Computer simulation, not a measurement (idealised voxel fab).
The process module presented herein is designated voxel self aligned contacts.
cross-section cut | 185 nm wide | cells 5 nm
Just so we're on the same page, the cross-sections are grids of square cells, and they're listed out in bands top to bottom, each band one or more rows deep. Within each band entry, the heights of the top and of the bottom of the band appear first, in that order and in nm; the materials of the band then follow from left to right, each with its corresponding width in nm. The designation "everywhere" on a single material indicates that it fills the band from edge to edge; the designation "blank" indicates empty space. Below 0: as-received wafer, all one material; heights counted from there. Lowest band: no bottom, goes on down, written "0 and below". Graded width ("30->40"): value in top row of band = first number; value in bottom row = second number; row-to-row change constant. "all unchanged" (step): cross-section cells unchanged, all of them. This entry, "Closed void listing", enumerates those empty regions of no fewer than 8 cells that possess no open connection to the top. Each region is reported in the form width x height at distance, the distance being taken from the left edge, with all three quantities expressed in nm. Read whatever lies past the settings on a step's line as the simulator's own remark about the step. A step line may carry the setting "overlay nm", which, for steps involving a mask, states the distance by which the mask lay to the right of its intended position; negative values denote displacement to the left.
### The process steps that were planned are listed below
| 1 | RECEIVE, material Si |
| 2 | CONFORMAL_DEP, material SiO2, thk nm 5 |
| 3 | DIRECTIONAL_DEP, material polySi, thk nm 25 |
| 4 | DIRECTIONAL_DEP, material SiN, thk nm 15 |
| 5 | PATTERN, tone cover, mask id GATE, material resist, width nm 25, pitch nm 50, thk nm 20, overlay nm 0 |
| 6 | DIRECTIONAL_ETCH, etch materials SiN, depth nm 15 |
| 7 | DIRECTIONAL_ETCH, etch materials polySi, depth nm 25 |
| 8 | STRIP, etch materials resist |
| 9 | CONFORMAL_DEP, material SiN, thk nm 5 |
| 10 | DIRECTIONAL_ETCH, etch materials SiN, depth nm 5 |
| 11 | FILL_DEP, material SiO2, thk nm 20 |
| 12 | CMP, height nm 55 |
| 13 | PATTERN, tone open, mask id CONTACT, material resist, width nm 35, thk nm 15, overlay nm 0 |
| 14 | DIRECTIONAL_ETCH, etch materials SiO2, depth nm 55 |
| 15 | STRIP, etch materials resist |
| 16 | CONFORMAL_DEP, material TiN, thk nm 5 |
| 17 | FILL_DEP, material W, thk nm 10 |
| 18 | CMP, height nm 55 |
| 19 | CONFORMAL_DEP, material SiN, thk nm 5 |
### On the first of the two wafers: run conducted according to plan
### Cross-section of the wafer upon arrival, representing the state reached after step 1
  0 and below = Si everywhere
  Closed void listing: none
### Take a look at the wafer's cross-section after step 2
  5 down to 0 = SiO2 everywhere
  Note: structure below 0 unchanged.
### Take a look at the wafer's cross-section after step 3
  30 down to 5 = polySi everywhere
  Note: structure below 5 unchanged.
### Take a look at the wafer's cross-section after step 4
  45 down to 30 = SiN everywhere
  Note: structure below 30 unchanged.
### Take a look at the wafer's cross-section after step 5
  65 down to 45 = 55 blank, 25 resist, 25 blank, 25 resist, 55 blank
  Note: structure below 45 unchanged.
### Take a look at the wafer's cross-section after step 6
  65 down to 45 = 55 blank, 25 resist, 25 blank, 25 resist, 55 blank
  45 down to 30 = 55 blank, 25 SiN, 25 blank, 25 SiN, 55 blank
  Note: structure below 30 unchanged.
### Take a look at the wafer's cross-section after step 7
  65 down to 45 = 55 blank, 25 resist, 25 blank, 25 resist, 55 blank
  45 down to 30 = 55 blank, 25 SiN, 25 blank, 25 SiN, 55 blank
  30 down to 5 = 55 blank, 25 polySi, 25 blank, 25 polySi, 55 blank
  Note: structure below 5 unchanged.
### Take a look at the wafer's cross-section after step 8
  45 down to 30 = 55 blank, 25 SiN, 25 blank, 25 SiN, 55 blank
  Note: structure below 30 unchanged.
### Take a look at the wafer's cross-section after step 9
  50 down to 30 = 50 blank, 35 SiN, 15 blank, 35 SiN, 50 blank
  30 down to 10 = 50 blank, 5 SiN, 25 polySi, 5 SiN, 15 blank, 5 SiN, 25 polySi, 5 SiN, 50 blank
  10 down to 5 = 55 SiN, 25 polySi, 25 SiN, 25 polySi, 55 SiN
  Note: structure below 5 unchanged.
### Take a look at the wafer's cross-section after step 10
  45 down to 30 = 50 blank, 35 SiN, 15 blank, 35 SiN, 50 blank
  30 down to 5 = 50 blank, 5 SiN, 25 polySi, 5 SiN, 15 blank, 5 SiN, 25 polySi, 5 SiN, 50 blank
  Note: structure below 5 unchanged.
### Take a look at the wafer's cross-section after step 11
  65 down to 45 = SiO2 everywhere
  45 down to 30 = 50 SiO2, 35 SiN, 15 SiO2, 35 SiN, 50 SiO2
  30 down to 5 = 50 SiO2, 5 SiN, 25 polySi, 5 SiN, 15 SiO2, 5 SiN, 25 polySi, 5 SiN, 50 SiO2
  Note: structure below 5 unchanged.
### Take a look at the wafer's cross-section after step 12
  55 down to 45 = SiO2 everywhere
  Note: structure below 45 unchanged.
### Take a look at the wafer's cross-section after step 13
  70 down to 55 = 75 resist, 35 blank, 75 resist
  Note: structure below 55 unchanged.
### Take a look at the wafer's cross-section after step 14
  70 down to 55 = 75 resist, 35 blank, 75 resist
  55 down to 45 = 75 SiO2, 35 blank, 75 SiO2
  45 down to 30 = 50 SiO2, 35 SiN, 15 blank, 35 SiN, 50 SiO2
  30 down to 5 = 50 SiO2, 5 SiN, 25 polySi, 5 SiN, 15 blank, 5 SiN, 25 polySi, 5 SiN, 50 SiO2
  5 down to 0 = 85 SiO2, 15 blank, 85 SiO2
  Note: structure below 0 unchanged.
### Take a look at the wafer's cross-section after step 15
  55 down to 45 = 75 SiO2, 35 blank, 75 SiO2
  Note: structure below 45 unchanged.
### Take a look at the wafer's cross-section after step 16
  60 down to 55 = 80 TiN, 25 blank, 80 TiN
  55 down to 45 = 75 SiO2, 5->15 TiN, 25->5 blank, 5->15 TiN, 75 SiO2
  45 down to 30 = 50 SiO2, 35 SiN, 5 TiN, 5 blank, 5 TiN, 35 SiN, 50 SiO2
  30 down to 5 = 50 SiO2, 5 SiN, 25 polySi, 5 SiN, 5 TiN, 5 blank, 5 TiN, 5 SiN, 25 polySi, 5 SiN, 50 SiO2
  5 down to 0 = 85 SiO2, 15 TiN, 85 SiO2
  Note: structure below 0 unchanged.
### Take a look at the wafer's cross-section after step 17
  70 down to 60 = W everywhere
  60 down to 55 = 80 TiN, 25 W, 80 TiN
  55 down to 45 = 75 SiO2, 5->15 TiN, 25->5 W, 5->15 TiN, 75 SiO2
  45 down to 30 = 50 SiO2, 35 SiN, 5 TiN, 5 W, 5 TiN, 35 SiN, 50 SiO2
  30 down to 5 = 50 SiO2, 5 SiN, 25 polySi, 5 SiN, 5 TiN, 5 W, 5 TiN, 5 SiN, 25 polySi, 5 SiN, 50 SiO2
  Note: structure below 5 unchanged.
### Take a look at the wafer's cross-section after step 18
  55 down to 45 = 75 SiO2, 5->15 TiN, 25->5 W, 5->15 TiN, 75 SiO2
  Note: structure below 45 unchanged.
### Take a look at the wafer's cross-section after step 19
  60 down to 55 = SiN everywhere
  Note: structure below 55 unchanged.
### Second wafer, same starting state and plan as the first, one mistake in the run, identical through step 4
### Cross-section of the second wafer at the time by which step 5 should have been completed according to the plan
  65 down to 45 = 50 blank, 25 resist, 25 blank, 25 resist, 60 blank
  Note: structure below 45 unchanged.
### Cross-section of the second wafer at the time by which step 6 should have been completed according to the plan
  65 down to 45 = 50 blank, 25 resist, 25 blank, 25 resist, 60 blank
  45 down to 30 = 50 blank, 25 SiN, 25 blank, 25 SiN, 60 blank
  Note: structure below 30 unchanged.
### Cross-section of the second wafer at the time by which step 7 should have been completed according to the plan
  65 down to 45 = 50 blank, 25 resist, 25 blank, 25 resist, 60 blank
  45 down to 30 = 50 blank, 25 SiN, 25 blank, 25 SiN, 60 blank
  30 down to 5 = 50 blank, 25 polySi, 25 blank, 25 polySi, 60 blank
  Note: structure below 5 unchanged.
### Cross-section of the second wafer at the time by which step 8 should have been completed according to the plan
  45 down to 30 = 50 blank, 25 SiN, 25 blank, 25 SiN, 60 blank
  Note: structure below 30 unchanged.
### Cross-section of the second wafer at the time by which step 9 should have been completed according to the plan
  50 down to 30 = 45 blank, 35 SiN, 15 blank, 35 SiN, 55 blank
  30 down to 10 = 45 blank, 5 SiN, 25 polySi, 5 SiN, 15 blank, 5 SiN, 25 polySi, 5 SiN, 55 blank
  10 down to 5 = 50 SiN, 25 polySi, 25 SiN, 25 polySi, 60 SiN
  Note: structure below 5 unchanged.
### Cross-section of the second wafer at the time by which step 10 should have been completed according to the plan
  45 down to 30 = 45 blank, 35 SiN, 15 blank, 35 SiN, 55 blank
  30 down to 5 = 45 blank, 5 SiN, 25 polySi, 5 SiN, 15 blank, 5 SiN, 25 polySi, 5 SiN, 55 blank
  Note: structure below 5 unchanged.
### Cross-section of the second wafer at the time by which step 11 should have been completed according to the plan
  65 down to 45 = SiO2 everywhere
  45 down to 30 = 45 SiO2, 35 SiN, 15 SiO2, 35 SiN, 55 SiO2
  30 down to 5 = 45 SiO2, 5 SiN, 25 polySi, 5 SiN, 15 SiO2, 5 SiN, 25 polySi, 5 SiN, 55 SiO2
  Note: structure below 5 unchanged.
### Cross-section of the second wafer at the time by which step 12 should have been completed according to the plan
  55 down to 45 = SiO2 everywhere
  Note: structure below 45 unchanged.
### Cross-section of the second wafer at the time by which step 13 should have been completed according to the plan
  70 down to 55 = 75 resist, 35 blank, 75 resist
  Note: structure below 55 unchanged.
### Cross-section of the second wafer at the time by which step 14 should have been completed according to the plan
  70 down to 55 = 75 resist, 35 blank, 75 resist
  55 down to 45 = 75 SiO2, 35 blank, 75 SiO2
  45 down to 30 = 45 SiO2, 35 SiN, 15 blank, 35 SiN, 55 SiO2
  30 down to 5 = 45 SiO2, 5 SiN, 25 polySi, 5 SiN, 15 blank, 5 SiN, 25 polySi, 5 SiN, 55 SiO2
  5 down to 0 = 80 SiO2, 15 blank, 90 SiO2
  Note: structure below 0 unchanged.
### Cross-section of the second wafer at the time by which step 15 should have been completed according to the plan
  55 down to 45 = 75 SiO2, 35 blank, 75 SiO2
  Note: structure below 45 unchanged.
### Cross-section of the second wafer at the time by which step 16 should have been completed according to the plan
  60 down to 55 = 80 TiN, 25 blank, 80 TiN
  55 down to 45 = 75 SiO2, 5->10 TiN, 25->5 blank, 5->20 TiN, 75 SiO2
  45 down to 30 = 45 SiO2, 35 SiN, 5 TiN, 5 blank, 5 TiN, 35 SiN, 55 SiO2
  30 down to 5 = 45 SiO2, 5 SiN, 25 polySi, 5 SiN, 5 TiN, 5 blank, 5 TiN, 5 SiN, 25 polySi, 5 SiN, 55 SiO2
  5 down to 0 = 80 SiO2, 15 TiN, 90 SiO2
  Note: structure below 0 unchanged.
### Cross-section of the second wafer at the time by which step 17 should have been completed according to the plan
  70 down to 60 = W everywhere
  60 down to 55 = 80 TiN, 25 W, 80 TiN
  55 down to 45 = 75 SiO2, 5->10 TiN, 25->5 W, 5->20 TiN, 75 SiO2
  45 down to 30 = 45 SiO2, 35 SiN, 5 TiN, 5 W, 5 TiN, 35 SiN, 55 SiO2
  30 down to 5 = 45 SiO2, 5 SiN, 25 polySi, 5 SiN, 5 TiN, 5 W, 5 TiN, 5 SiN, 25 polySi, 5 SiN, 55 SiO2
  Note: structure below 5 unchanged.
### Cross-section of the second wafer at the time by which step 18 should have been completed according to the plan
  55 down to 45 = 75 SiO2, 5->10 TiN, 25->5 W, 5->20 TiN, 75 SiO2
  Note: structure below 45 unchanged.
### Cross-section of the second wafer at the time by which step 19 should have been completed according to the plan
  60 down to 55 = SiN everywhere
  Note: structure below 55 unchanged.
Plan not followed: for step 5, the planned setting was not used; the step was instead run as PATTERN, tone cover, mask id GATE, material resist, width nm 25, pitch nm 50, thk nm 20, overlay nm -5
Final state: per-material cell counts identical on both wafers; locations differ.
